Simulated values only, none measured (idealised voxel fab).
process module | voxel gate over fins
cross-section cut | 280 nm wide | cells 5 nm
A cross-section is a grid of square cells, given in bands from the top down. A band is one or more rows of cells.
Each band's line starts with the height of the band's top and of its bottom, in nm. Then come its materials from left to right, each with its width in nm. One material with "throughout" fills the band from edge to edge. "air" is empty space.
Height 0 is the level under which the wafer as received is all one material. The lowest band goes on downwards, as in "0 down".
A width such as "30 to 40" changes by the same amount from each row of cells to the next, from the band's top row to its bottom row.
"no change" after a step means that no cell of the cross-section changed.
closed voids: empty space of 8 cells or more with no open way to the top, each as width x height at its distance from the left edge, in nm
after a step's settings: what the simulator itself notes on the step
overlay nm, on a step with a mask: how far to the right of its planned place the mask lay; to the left if negative
plan
1 op RECEIVE | material Si
2 op CONFORMAL_DEP | material SiN | thk nm 10
3 op PATTERN | tone cover | mask id FINS | material resist | width nm 15 | pitch nm 45 | thk nm 20 | overlay nm 0
4 op DIRECTIONAL_ETCH | etch materials SiN | depth nm 10
5 op DIRECTIONAL_ETCH | etch materials Si | depth nm 35
6 op STRIP | etch materials resist
7 op OXIDIZE | depth nm 5
8 op FILL_DEP | material SiO2 | thk nm 10
9 op CMP | height nm 10
10 op SELECTIVE_ETCH | etch materials SiO2 | depth nm 20
11 op STRIP | etch materials SiN
12 op CONFORMAL_DEP | material HfO2 | thk nm 5
13 op CONFORMAL_DEP | material TiN | thk nm 5
14 op CONFORMAL_DEP | material TiAl | thk nm 5
15 op CONFORMAL_DEP | material TiN | thk nm 5
16 op FILL_DEP | material W | thk nm 10
17 op CMP | height nm 25
18 op CONFORMAL_DEP | material SiN | thk nm 10
as received, after step 1
  0 down: Si throughout
  closed voids: none
a wafer at the end: this start, this plan, one mistake
  35 to 25: SiN throughout
  25 to 20: W throughout
  20 to 15: TiN throughout
  15 to 10: TiAl throughout
  10 to 5: TiN 115 | TiAl 5 | TiN 40 | TiAl 5 | TiN 115
  5 to 0: HfO2 110 | TiN 5 | TiAl 5 | TiN 5 | HfO2 30 | TiN 5 | TiAl 5 | TiN 5 | HfO2 110
  0 to -5: Si 105 | HfO2 5 | TiN 15 | HfO2 5 | Si 20 | HfO2 5 | TiN 15 | HfO2 5 | Si 105
  -5 to -10: Si 105 | HfO2 25 | Si 20 | HfO2 25 | Si 105
  -10 to -40: Si 105 | SiO2 25 | Si 20 | SiO2 25 | Si 105
  -40 down: Si throughout
  closed voids: none
what went wrong: step 3 ran as: op PATTERN | tone open | mask id FINS | material resist | width nm 15 | pitch nm 45 | thk nm 20 | overlay nm 0
